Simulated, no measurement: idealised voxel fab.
process module | voxel released beams
cross-section cut | 170 nm wide | cells 5 nm
A cross-section is a grid of square cells, given in bands from the top down. A band is one or more rows of cells.
Each band's line starts with the height of the band's top and of its bottom, in nm. Then come its materials from left to right, each with its width in nm. One material with "throughout" fills the band from edge to edge. "air" is empty space.
Height 0 is the level under which the wafer as received is all one material. The lowest band goes on downwards, as in "0 down".
A width such as "30 to 40" changes by the same amount from each row of cells to the next, from the band's top row to its bottom row.
"no change" after a step means that no cell of the cross-section changed.
closed voids: empty space of 8 cells or more with no open way to the top, each as width x height at its distance from the left edge, in nm
after a step's settings: what the simulator itself notes on the step
overlay nm, on a step with a mask: how far to the right of its planned place the mask lay; to the left if negative
plan
1 op RECEIVE | material Si
2 op CONFORMAL_DEP | material Al2O3 | thk nm 5
3 op DIRECTIONAL_DEP | material SiO2 | thk nm 20
4 op PATTERN | tone open | mask id ANCHOR | material resist | width nm 40 | thk nm 20 | overlay nm 0
5 op DIRECTIONAL_ETCH | etch materials SiO2 | depth nm 20
6 op STRIP | etch materials resist
7 op CONFORMAL_DEP | material SiN | thk nm 15
8 op MASKED_ETCH | tone cover | mask id BEAM | width nm 85 | etch materials SiN | depth nm 15 | overlay nm 0
9 op STRIP | etch materials SiO2
as received, after step 1
  0 down: Si throughout
  closed voids: none
a wafer at the end: this start, this plan, one mistake
  35 to 20: air 40 | SiN 20 | air 10 | SiN 55 | air 45
  20 to 15: air 45 | SiN 15 | air 10 | SiN 15 | air 85
  15 to 0: air 45 | SiN 40 | air 85
  0 down: Si throughout
  closed voids: none
what went wrong: step 2 was left out
